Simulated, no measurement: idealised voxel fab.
This is a process module. Its name is voxel local oxidation.
Square cell edge 5 nm, section width 275 nm, ID cut.
How to read a cross-section here: the picture is a grid of square cells, written as bands going from the top down, and any band can span one or more rows of cells.
The band entry comprises the height of the band's top followed by the height of its bottom, expressed in nm, and subsequently the band's materials from left to right, each stated together with its width in nm. Where a single material is marked with the word "full width", that material fills the band from edge to edge. The word "blank" represents empty space.
Heights are measured from 0, the level below which the as-received wafer is all one material; the lowest band has no bottom and continues downward, written as in "z 0 and below".
Quick explanation for "30 to 40": the width changes in equal steps down the rows of cells, from the first number in the band's top row to the second number in its bottom row.
"nothing got changed" after a step means that no cell of the cross-section changed.
This entry, "Closed void catalog", enumerates those empty regions of no fewer than 8 cells that possess no open connection to the top. Each region is reported in the form width x height at distance, the distance being taken from the left edge, with all three quantities expressed in nm.
That trailing text on a step's line, after the settings, is the simulator's own remark on the step.
Each step line may optionally specify "overlay nm", which for a step with a mask gives the rightward distance between the mask's planned place and where it lay, a negative value indicating the leftward direction.
# Steps in the process plan
1. RECEIVE,material Si
2. OXIDIZE,depth nm 5
3. CONFORMAL_DEP,material SiN,thk nm 15
4. PATTERN,tone cover,mask id ACTIVE,material resist,width nm 115,thk nm 20,overlay nm 0
5. DIRECTIONAL_ETCH,etch materials SiN,depth nm 15
6. STRIP,etch materials resist
7. SELECTIVE_ETCH,etch materials SiO2,depth nm 5
8. OXIDIZE,depth nm 10
9. STRIP,etch materials SiN
# Cross-section, incoming material, after step 1
	z 0 and below | Si full width
	Closed void catalog: none
# Wafer cross-section at module end: first of two, run to plan
	z 0 to -5 | 85 of blank, then 105 of SiO2, then 85 of blank
	z -5 to -15 | 95 of SiO2, then 85 of Si, then 95 of SiO2
	z -15 and below | Si full width
	Closed void catalog: none
# second wafer at the end: like start, like plan, one mistake
	z 0 to -5 | 80 of blank, then 115 of SiO2, then 80 of blank
	z -5 to -15 | 90 of SiO2, then 95 of Si, then 90 of SiO2
	z -15 and below | Si full width
	Closed void catalog: none
Short version of what went wrong: the process deviated at step 4: the operation and settings actually run there were PATTERN,tone cover,mask id ACTIVE,material resist,width nm 125,thk nm 20,overlay nm 0
End check, counted in cells, second wafer has more or fewer of these materials than the first: +4 Si, -2 SiO2
